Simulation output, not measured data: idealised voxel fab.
Process module in this document: voxel capacitor over wiring
cross-section cut | 300 nm wide | cells 5 nm
For the purposes of this document, a cross-section shall be understood as a grid of square cells, specified as bands listed in top-to-bottom order, each band consisting of one or more rows of cells.
Basically the band line says how high the top is and how high the bottom is, in nm, and then what's in it from left to right, every material with its width in nm. Empty space shows up as "empty", and if a single material carries "throughout" it runs the full band edge to edge.
Height 0 is the level under which the wafer as received is all one material. The lowest band goes on downwards, as in "from 0 down".
Note: "30 to 40" means the width goes from the first number (top row of the band) to the second number (bottom row) in equal steps per row of cells.
"everything unchanged" (step): cross-section cells unchanged, all of them.
Closed empty spaces (no open way to the top) of 8 cells or more are what "Sealed-off cavities" lists, each as width x height at distance from the left edge, nm for all three.
Anything after a step's settings on that line? It's the simulator's own note about the step.
The line of a step may include "overlay nm". On a step with a mask, this value is how far to the right of its planned place the mask lay. A negative value means the mask lay to the left.

List of planned process steps:
1) RECEIVE (material Si)
2) CONFORMAL_DEP (material SiO2; thk nm 10)
3) CONFORMAL_DEP (material SiCN; thk nm 5)
4) DIRECTIONAL_DEP (material lowk; thk nm 25)
5) MASKED_ETCH (tone open; mask id METAL_1; width nm 30; pitch nm 100; etch materials lowk; depth nm 25; overlay nm 0)
6) MASKED_ETCH (tone open; mask id METAL_1; width nm 30; pitch nm 100; etch materials SiCN; depth nm 5; overlay nm 0)
7) CONFORMAL_DEP (material TiN; thk nm 5)
8) FILL_DEP (material Cu; thk nm 5)
9) CMP (height nm 40)
10) EPI (material Ru; thk nm 5)
11) FILL_DEP (material SiCN; thk nm 5)
12) DIRECTIONAL_DEP (material lowk; thk nm 10)
13) DIRECTIONAL_DEP (material aC; thk nm 15)
14) PATTERN (tone open; mask id PLUG_1; material resist; width nm 15; thk nm 35; overlay nm 0)
15) DIRECTIONAL_ETCH (etch materials aC; depth nm 15)
16) STRIP (etch materials resist)
17) DIRECTIONAL_ETCH (etch materials lowk; depth nm 10)
18) DIRECTIONAL_ETCH (etch materials SiCN; depth nm 5)
19) STRIP (etch materials aC)
20) EPI (material Ru; thk nm 10)
21) EPI (material Ru; thk nm 5)
22) DIRECTIONAL_DEP (material TiN; thk nm 5)
23) DIRECTIONAL_DEP (material SiN; thk nm 5)
24) DIRECTIONAL_DEP (material TiN; thk nm 5)
25) DIRECTIONAL_DEP (material aC; thk nm 15)
26) PATTERN (tone cover; mask id UPPER_PLATE; material resist; width nm 75; thk nm 30; overlay nm 0)
27) DIRECTIONAL_ETCH (etch materials aC; depth nm 15)
28) STRIP (etch materials resist)
29) DIRECTIONAL_ETCH (etch materials TiN; depth nm 5)
30) DIRECTIONAL_ETCH (etch materials SiN; depth nm 5)
31) STRIP (etch materials aC)
32) DIRECTIONAL_DEP (material aC; thk nm 15)
33) PATTERN (tone cover; mask id LOWER_PLATE; material resist; width nm 85; thk nm 35; overlay nm -15)
34) DIRECTIONAL_ETCH (etch materials aC; depth nm 15)
35) STRIP (etch materials resist)
36) DIRECTIONAL_ETCH (etch materials TiN; depth nm 5)
37) STRIP (etch materials aC)
38) FILL_DEP (material SiO2; thk nm 15)
39) CMP (height nm 85)
40) DIRECTIONAL_DEP (material aC; thk nm 15)
41) PATTERN (tone open; mask id PLUG_2; material resist; width nm 15; thk nm 35; overlay nm 0)
42) DIRECTIONAL_ETCH (etch materials aC; depth nm 15)
43) STRIP (etch materials resist)
44) DIRECTIONAL_ETCH (etch materials SiO2; depth nm 10)
45) STRIP (etch materials aC)
46) CONFORMAL_DEP (material TiN; thk nm 5)
47) FILL_DEP (material Cu; thk nm 10)
48) CMP (height nm 85)
49) CONFORMAL_DEP (material SiCN; thk nm 5)
All wafers enter the flow in the same state. The overlay nm at step 33 differs from wafer to wafer, and the plan gives the value for the first wafer.

Cross-section, first of several wafers, as delivered after step 1:
  from 0 down = Si throughout
  Sealed-off cavities: none

What follows is a table in which each wafer occupies a row; for the wafer as it stands at the close of the module, the row states, material by material, how many cells have been gained (+) or lost (-) since receipt, and then gives its closed voids:
overlay nm -15; +41 Cu; +25 Ru; +209 SiCN; +15 SiN; +367 SiO2; +69 TiN; +354 lowk; Sealed-off cavities: none
overlay nm -10; +41 Cu; +25 Ru; +209 SiCN; +15 SiN; +367 SiO2; +69 TiN; +354 lowk; Sealed-off cavities: none
overlay nm -5; +41 Cu; +25 Ru; +209 SiCN; +15 SiN; +367 SiO2; +69 TiN; +354 lowk; Sealed-off cavities: none
overlay nm 0; +41 Cu; +25 Ru; +209 SiCN; +15 SiN; +367 SiO2; +69 TiN; +354 lowk; Sealed-off cavities: none
overlay nm 5; +41 Cu; +25 Ru; +209 SiCN; +15 SiN; +367 SiO2; +69 TiN; +354 lowk; Sealed-off cavities: none
overlay nm 10; +41 Cu; +25 Ru; +209 SiCN; +15 SiN; +367 SiO2; +69 TiN; +354 lowk; Sealed-off cavities: none
overlay nm 15; +41 Cu; +25 Ru; +209 SiCN; +15 SiN; +367 SiO2; +69 TiN; +354 lowk; Sealed-off cavities: none
